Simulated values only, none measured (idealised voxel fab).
This is a process module. Its name is voxel transistor to metal.
Square cell edge 5 nm, section width 215 nm, ID cut.
Just so we're on the same page, the cross-sections are grids of square cells, and they're listed out in bands top to bottom, each band one or more rows deep.
Each band's line starts with the height of the band's top and of its bottom, in nm. Then come its materials from left to right, each with its width in nm. One material with "all across" fills the band from edge to edge. "blank" is empty space.
Zero point of the height axis is 0; under it, received wafer = one material. Lowest band: continues down indefinitely, "z 0 and below".
When a width is written as two numbers, as in "30->40", the first number is the width in the top row of cells of the band and the second is the width in its bottom row, and the width changes by the same amount from each row to the next.
A step reported as "everything unchanged" is a step in which no cell of the cross-section changed.
"Closed void list" specifies each empty space that is not open to the top and that occupies no fewer than 8 cells, using the form width x height at distance, the distance measured from the left edge and all three quantities in nm.
Text after the settings on a step's line: the simulator's own remark on that step.
overlay nm, on a step with a mask: how far to the right of its planned place the mask lay; to the left if negative
Process steps - plan:
1) RECEIVE: material Si
2) CONFORMAL_DEP: material SiO2, thk nm 5
3) CONFORMAL_DEP: material SiN, thk nm 10
4) DIRECTIONAL_DEP: material aC, thk nm 15
5) PATTERN: tone cover, mask id ACTIVE, material resist, width nm 115, thk nm 30, overlay nm 0
6) DIRECTIONAL_ETCH: etch materials aC, depth nm 15
7) STRIP: etch materials resist
8) DIRECTIONAL_ETCH: etch materials SiN, depth nm 10
9) DIRECTIONAL_ETCH: etch materials SiO2, depth nm 5
10) DIRECTIONAL_ETCH: etch materials Si, depth nm 25
11) STRIP: etch materials aC
12) OXIDIZE: depth nm 5
13) FILL_DEP: material SiO2, thk nm 15
14) CMP: height nm 15
15) SELECTIVE_ETCH: etch materials SiO2, depth nm 10
16) STRIP: etch materials SiN
17) SELECTIVE_ETCH: etch materials SiO2, depth nm 5
18) OXIDIZE: depth nm 5
19) DIRECTIONAL_DEP: material polySi, thk nm 25
20) DIRECTIONAL_DEP: material SiCN, thk nm 15
21) DIRECTIONAL_DEP: material aC, thk nm 15
22) PATTERN: tone cover, mask id GATE, material resist, width nm 25, thk nm 35, overlay nm 0
23) DIRECTIONAL_ETCH: etch materials aC, depth nm 15
24) STRIP: etch materials resist
25) DIRECTIONAL_ETCH: etch materials SiCN, depth nm 25
26) DIRECTIONAL_ETCH: etch materials polySi, depth nm 35
27) STRIP: etch materials aC
28) CONFORMAL_DEP: material SiN, thk nm 10
29) DIRECTIONAL_ETCH: etch materials SiN, depth nm 10
30) DIRECTIONAL_ETCH: etch materials SiO2, depth nm 5
31) DIRECTIONAL_ETCH: etch materials Si, depth nm 5
32) EPI: material pSi, thk nm 5
33) FILL_DEP: material SiO2, thk nm 10
34) CMP: height nm 25
35) STRIP: etch materials polySi
36) SELECTIVE_ETCH: etch materials SiO2, depth nm 5
37) CONFORMAL_DEP: material HfO2, thk nm 5
38) CONFORMAL_DEP: material TiN, thk nm 5
39) FILL_DEP: material W, thk nm 10
40) CMP: height nm 20
41) DIRECTIONAL_DEP: material SiO2, thk nm 15
42) DIRECTIONAL_DEP: material aC, thk nm 15
43) PATTERN: tone open, mask id CONTACT, material resist, width nm 20, pitch nm 75, thk nm 35, overlay nm 0
44) DIRECTIONAL_ETCH: etch materials aC, depth nm 15
45) STRIP: etch materials resist
46) DIRECTIONAL_ETCH: etch materials SiO2, depth nm 40
47) STRIP: etch materials aC
48) CONFORMAL_DEP: material TiN, thk nm 5
49) FILL_DEP: material W, thk nm 10
50) CMP: height nm 35
51) DIRECTIONAL_DEP: material TiN, thk nm 5
52) DIRECTIONAL_DEP: material W, thk nm 25
53) DIRECTIONAL_DEP: material aC, thk nm 10
54) PATTERN: tone cover, mask id METAL_1, material resist, width nm 15, pitch nm 75, thk nm 25, overlay nm 0
55) DIRECTIONAL_ETCH: etch materials aC, depth nm 10
56) STRIP: etch materials resist
57) DIRECTIONAL_ETCH: etch materials W, depth nm 25
58) DIRECTIONAL_ETCH: etch materials TiN, depth nm 5
59) STRIP: etch materials aC
60) FILL_DEP: material SiO2, thk nm 10
61) CMP: height nm 65
62) CONFORMAL_DEP: material SiCN, thk nm 5
63) DIRECTIONAL_DEP: material SiO2, thk nm 35
64) MASKED_ETCH: tone open, mask id METAL_2, width nm 20, pitch nm 75, etch materials SiO2, depth nm 20, overlay nm 0
65) PATTERN: tone open, mask id METAL_2_HOLES, material resist, width nm 15, pitch nm 75, thk nm 20, overlay nm 0
66) DIRECTIONAL_ETCH: etch materials SiO2, depth nm 15
67) DIRECTIONAL_ETCH: etch materials SiCN, depth nm 5
68) STRIP: etch materials resist
69) CONFORMAL_DEP: material TiN, thk nm 5
70) FILL_DEP: material Ru, thk nm 5
71) CMP: height nm 105
72) CONFORMAL_DEP: material SiN, thk nm 5
Wafer-to-wafer difference: width nm, step 54. Common start. Plan = first wafer's value.
Incoming state of the first of several wafers in cross-section: after step 1:
  z 0 and below | Si all across
  Closed void list: none
What follows is a table in which each wafer occupies a row; for the wafer as it stands at the close of the module, the row states, material by material, how many cells have been gained (+) or lost (-) since receipt, and then gives its closed voids:
width nm 15, +15 HfO2, +20 Ru, -165 Si, +37 SiCN, +59 SiN, +818 SiO2, +87 TiN, +61 W, +14 pSi, Closed void list: none
width nm 20, +15 HfO2, +20 Ru, -165 Si, +37 SiCN, +59 SiN, +806 SiO2, +89 TiN, +71 W, +14 pSi, Closed void list: none
width nm 25, +15 HfO2, +20 Ru, -165 Si, +37 SiCN, +59 SiN, +794 SiO2, +91 TiN, +81 W, +14 pSi, Closed void list: none
width nm 30, +15 HfO2, +20 Ru, -165 Si, +37 SiCN, +59 SiN, +782 SiO2, +93 TiN, +91 W, +14 pSi, Closed void list: none
width nm 35, +15 HfO2, +20 Ru, -165 Si, +37 SiCN, +59 SiN, +770 SiO2, +95 TiN, +101 W, +14 pSi, Closed void list: none
